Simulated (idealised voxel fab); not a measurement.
Process module, titled voxel double patterning
cross-section cut | 255 nm wide | cells 5 nm
Cross-section, as written here: a square-cell grid given band by band from the top down, where a band holds one or more rows of cells. Read a band's entry like this: the first values are the height of its top and the height of its bottom in nm, and what follows is the sequence of materials from left to right, each with its width in nm. Note that "blank" is empty space, and that a single material marked "edge to edge" reaches across the band from edge to edge. Basically, 0 is our baseline, since under it the wafer straight out of the box is all one material. The bottom band has no lower end and keeps on going down, so it looks like "0..down". The two numbers in a width such as "30..40" mark its ends across the band: the first belongs to the top row of cells, the second to the bottom row, and from each row to the next the width moves by the same amount. It should be understood that the words "same as before", when stated for a given step, signify that the cross-section underwent no change in any of its cells during that step. So "Closed-off voids" is basically the list of trapped voids: any empty space of 8 cells or more that can't reach the top through an opening. They're written width x height at distance, the distance being from the left edge, and it's all nm. Post-settings text on a step line: simulator's own remark regarding the step. If you see "overlay nm" on a step's line and that step has a mask, it's telling you how far right of where it was planned the mask ended up; a negative number means it went left instead.
[Planned process steps]
1) RECEIVE, material Si
2) CONFORMAL_DEP, material SiN, thk nm 10
3) DIRECTIONAL_DEP, material SiO2, thk nm 15
4) DIRECTIONAL_DEP, material SiCN, thk nm 5
5) DIRECTIONAL_DEP, material aC, thk nm 10
6) PATTERN, tone open, mask id FIRST, material resist, width nm 15, pitch nm 50, thk nm 25, overlay nm 0
7) DIRECTIONAL_ETCH, etch materials aC, depth nm 10
8) STRIP, etch materials resist
9) DIRECTIONAL_ETCH, etch materials SiCN, depth nm 5
10) STRIP, etch materials aC
11) MASKED_ETCH, tone open, mask id SECOND, width nm 15, etch materials SiCN, depth nm 5, overlay nm 0
12) DIRECTIONAL_ETCH, etch materials SiO2, depth nm 15
13) STRIP, etch materials SiCN
[So this is the incoming wafer in cross-section - it's already been through step 1]
	0..down: Si edge to edge
	Closed-off voids: none
[Look at the cross-section after the module: the wafer started out the way shown above and the plan was the one shown above, yet one mistake was made along the way]
	40..25: 95 nm SiO2, then 15 nm blank, then 10 nm SiO2, then 15 nm blank, then 10 nm SiO2, then 15 nm blank, then 95 nm SiO2
	25..10: SiO2 edge to edge
	10..0: SiN edge to edge
	0..down: Si edge to edge
	Closed-off voids: none
Misprocessing identified: step 3 of the plan was twice carried out
